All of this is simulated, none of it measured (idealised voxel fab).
Herein follows the process module entitled voxel self aligned vias.
Displayed cross-section: cut, width of 235 nm, square cells sized 5 nm.
Reading order for cross-sections: top band down to bottom band. Underlying form: a grid of square cells. Band size: one or more rows of cells.
Read a band's entry like this: the first values are the height of its top and the height of its bottom in nm, and what follows is the sequence of materials from left to right, each with its width in nm. Note that "empty" is empty space, and that a single material marked "edge to edge" reaches across the band from edge to edge.
Where do heights start? At 0: under that level the wafer as delivered is made of one material only. And the lowest band has no floor; it just carries on downward, as in "0 down".
Top row gets the first number, bottom row gets the second, and each row in between changes by the same step: that is how a band width like "30->40" works.
Step marked "nothing changed"? Then no cell in the cross-section changed in it.
"Enclosed void catalog" specifies each empty space that is not open to the top and that occupies no fewer than 8 cells, using the form width x height at distance, the distance measured from the left edge and all three quantities in nm.
That trailing text on a step's line, after the settings, is the simulator's own remark on the step.
"overlay nm" denotes, for a step that has a mask, the displacement of the mask to the right of its planned place, with negative values corresponding to the left.
These are the steps we planned for the process:
1 RECEIVE [material Si]
2 CONFORMAL_DEP [material SiO2] [thk nm 10]
3 CONFORMAL_DEP [material SiCN] [thk nm 5]
4 DIRECTIONAL_DEP [material SiO2] [thk nm 20]
5 MASKED_ETCH [tone open] [mask id LINES] [width nm 25] [pitch nm 70] [etch materials SiO2] [depth nm 20] [overlay nm 0]
6 CONFORMAL_DEP [material TiN] [thk nm 5]
7 FILL_DEP [material W] [thk nm 10]
8 CMP [height nm 35]
9 SELECTIVE_ETCH [etch materials W Ru TiN] [depth nm 5]
10 FILL_DEP [material SiN] [thk nm 5]
11 CMP [height nm 35]
12 DIRECTIONAL_DEP [material SiO2] [thk nm 15]
13 MASKED_ETCH [tone open] [mask id VIAS] [width nm 45] [pitch nm 70] [etch materials SiO2] [depth nm 15] [overlay nm 0]
14 MASKED_ETCH [tone open] [mask id VIAS] [width nm 45] [pitch nm 70] [etch materials SiN] [depth nm 5] [overlay nm 0]
15 CONFORMAL_DEP [material TiN] [thk nm 5]
16 FILL_DEP [material W] [thk nm 10]
17 CMP [height nm 50]
18 CONFORMAL_DEP [material SiN] [thk nm 5]
First of two wafers, with the run carried out as planned:
As-received state of the wafer in cross-section, equivalent to post-step 1:
	0 down  Si edge to edge
	Enclosed void catalog: none
Wafer xsec, post step 2:
	10 to 0  SiO2 edge to edge
	Below 0, no change.
Wafer xsec, post step 3:
	15 to 10  SiCN edge to edge
	Below 10, no change.
Wafer xsec, post step 4:
	35 to 15  SiO2 edge to edge
	Below 15, no change.
Wafer xsec, post step 5:
	35 to 15  SiO2=70 | empty=25 | SiO2=45 | empty=25 | SiO2=70
	Below 15, no change.
Wafer xsec, post step 6:
	40 to 35  TiN=75 | empty=15 | TiN=55 | empty=15 | TiN=75
	35 to 20  SiO2=70 | TiN=5 | empty=15 | TiN=5 | SiO2=45 | TiN=5 | empty=15 | TiN=5 | SiO2=70
	20 to 15  SiO2=70 | TiN=25 | SiO2=45 | TiN=25 | SiO2=70
	Below 15, no change.
Wafer xsec, post step 7:
	50 to 40  W edge to edge
	40 to 35  TiN=75 | W=15 | TiN=55 | W=15 | TiN=75
	35 to 20  SiO2=70 | TiN=5 | W=15 | TiN=5 | SiO2=45 | TiN=5 | W=15 | TiN=5 | SiO2=70
	Below 20, no change.
Wafer xsec, post step 8:
	35 to 20  SiO2=70 | TiN=5 | W=15 | TiN=5 | SiO2=45 | TiN=5 | W=15 | TiN=5 | SiO2=70
	Below 20, no change.
Wafer xsec, post step 9:
	35 to 30  SiO2=70 | empty=25 | SiO2=45 | empty=25 | SiO2=70
	Below 30, no change.
Wafer xsec, post step 10:
	40 to 35  SiN edge to edge
	35 to 30  SiO2=70 | SiN=25 | SiO2=45 | SiN=25 | SiO2=70
	Below 30, no change.
Wafer xsec, post step 11:
	35 to 30  SiO2=70 | SiN=25 | SiO2=45 | SiN=25 | SiO2=70
	Below 30, no change.
Wafer xsec, post step 12:
	50 to 35  SiO2 edge to edge
	Below 35, no change.
Wafer xsec, post step 13:
	50 to 35  SiO2=60 | empty=45 | SiO2=25 | empty=45 | SiO2=60
	Below 35, no change.
Wafer xsec, post step 14:
	50 to 35  SiO2=60 | empty=45 | SiO2=25 | empty=45 | SiO2=60
	35 to 30  SiO2=70 | empty=25 | SiO2=45 | empty=25 | SiO2=70
	Below 30, no change.
Wafer xsec, post step 15:
	55 to 50  TiN=65 | empty=35 | TiN=35 | empty=35 | TiN=65
	50 to 40  SiO2=60 | TiN=5 | empty=35 | TiN=5 | SiO2=25 | TiN=5 | empty=35 | TiN=5 | SiO2=60
	40 to 35  SiO2=60 | TiN=15 | empty=15 | TiN=15 | SiO2=25 | TiN=15 | empty=15 | TiN=15 | SiO2=60
	35 to 30  SiO2=70 | TiN=25 | SiO2=45 | TiN=25 | SiO2=70
	Below 30, no change.
Wafer xsec, post step 16:
	65 to 55  W edge to edge
	55 to 50  TiN=65 | W=35 | TiN=35 | W=35 | TiN=65
	50 to 40  SiO2=60 | TiN=5 | W=35 | TiN=5 | SiO2=25 | TiN=5 | W=35 | TiN=5 | SiO2=60
	40 to 35  SiO2=60 | TiN=15 | W=15 | TiN=15 | SiO2=25 | TiN=15 | W=15 | TiN=15 | SiO2=60
	Below 35, no change.
Wafer xsec, post step 17:
	50 to 40  SiO2=60 | TiN=5 | W=35 | TiN=5 | SiO2=25 | TiN=5 | W=35 | TiN=5 | SiO2=60
	Below 40, no change.
Wafer xsec, post step 18:
	55 to 50  SiN edge to edge
	Below 50, no change.
Notes, second wafer: start = first wafer's, plan = first wafer's, execution had one mistake; history identical to first through step 2:
Cross-section of the second wafer when, according to plan, step 3 should have finished:
	15 to 10  TiN edge to edge
	Below 10, no change.
Cross-section of the second wafer when, according to plan, step 4 should have finished:
	35 to 15  SiO2 edge to edge
	Below 15, no change.
Cross-section of the second wafer when, according to plan, step 5 should have finished:
	35 to 15  SiO2=70 | empty=25 | SiO2=45 | empty=25 | SiO2=70
	Below 15, no change.
Cross-section of the second wafer when, according to plan, step 6 should have finished:
	40 to 35  TiN=75 | empty=15 | TiN=55 | empty=15 | TiN=75
	35 to 20  SiO2=70 | TiN=5 | empty=15 | TiN=5 | SiO2=45 | TiN=5 | empty=15 | TiN=5 | SiO2=70
	20 to 15  SiO2=70 | TiN=25 | SiO2=45 | TiN=25 | SiO2=70
	Below 15, no change.
Cross-section of the second wafer when, according to plan, step 7 should have finished:
	50 to 40  W edge to edge
	40 to 35  TiN=75 | W=15 | TiN=55 | W=15 | TiN=75
	35 to 20  SiO2=70 | TiN=5 | W=15 | TiN=5 | SiO2=45 | TiN=5 | W=15 | TiN=5 | SiO2=70
	Below 20, no change.
Cross-section of the second wafer when, according to plan, step 8 should have finished:
	35 to 20  SiO2=70 | TiN=5 | W=15 | TiN=5 | SiO2=45 | TiN=5 | W=15 | TiN=5 | SiO2=70
	Below 20, no change.
Cross-section of the second wafer when, according to plan, step 9 should have finished:
	35 to 30  SiO2=70 | empty=25 | SiO2=45 | empty=25 | SiO2=70
	Below 30, no change.
Cross-section of the second wafer when, according to plan, step 10 should have finished:
	40 to 35  SiN edge to edge
	35 to 30  SiO2=70 | SiN=25 | SiO2=45 | SiN=25 | SiO2=70
	Below 30, no change.
Cross-section of the second wafer when, according to plan, step 11 should have finished:
	35 to 30  SiO2=70 | SiN=25 | SiO2=45 | SiN=25 | SiO2=70
	Below 30, no change.
Cross-section of the second wafer when, according to plan, step 12 should have finished:
	50 to 35  SiO2 edge to edge
	Below 35, no change.
Cross-section of the second wafer when, according to plan, step 13 should have finished:
	50 to 35  SiO2=60 | empty=45 | SiO2=25 | empty=45 | SiO2=60
	Below 35, no change.
Cross-section of the second wafer when, according to plan, step 14 should have finished:
	50 to 35  SiO2=60 | empty=45 | SiO2=25 | empty=45 | SiO2=60
	35 to 30  SiO2=70 | empty=25 | SiO2=45 | empty=25 | SiO2=70
	Below 30, no change.
Cross-section of the second wafer when, according to plan, step 15 should have finished:
	55 to 50  TiN=65 | empty=35 | TiN=35 | empty=35 | TiN=65
	50 to 40  SiO2=60 | TiN=5 | empty=35 | TiN=5 | SiO2=25 | TiN=5 | empty=35 | TiN=5 | SiO2=60
	40 to 35  SiO2=60 | TiN=15 | empty=15 | TiN=15 | SiO2=25 | TiN=15 | empty=15 | TiN=15 | SiO2=60
	35 to 30  SiO2=70 | TiN=25 | SiO2=45 | TiN=25 | SiO2=70
	Below 30, no change.
Cross-section of the second wafer when, according to plan, step 16 should have finished:
	65 to 55  W edge to edge
	55 to 50  TiN=65 | W=35 | TiN=35 | W=35 | TiN=65
	50 to 40  SiO2=60 | TiN=5 | W=35 | TiN=5 | SiO2=25 | TiN=5 | W=35 | TiN=5 | SiO2=60
	40 to 35  SiO2=60 | TiN=15 | W=15 | TiN=15 | SiO2=25 | TiN=15 | W=15 | TiN=15 | SiO2=60
	Below 35, no change.
Cross-section of the second wafer when, according to plan, step 17 should have finished:
	50 to 40  SiO2=60 | TiN=5 | W=35 | TiN=5 | SiO2=25 | TiN=5 | W=35 | TiN=5 | SiO2=60
	Below 40, no change.
Cross-section of the second wafer when, according to plan, step 18 should have finished:
	55 to 50  SiN edge to edge
	Below 50, no change.
Deviation noted in wafer processing: heads up, step 3 didn't go per plan, it actually ran as CONFORMAL_DEP [material TiN] [thk nm 5]
Count the cells at the end and the second wafer has more or fewer of some materials than the first: SiCN: 47 fewer | TiN: 47 more
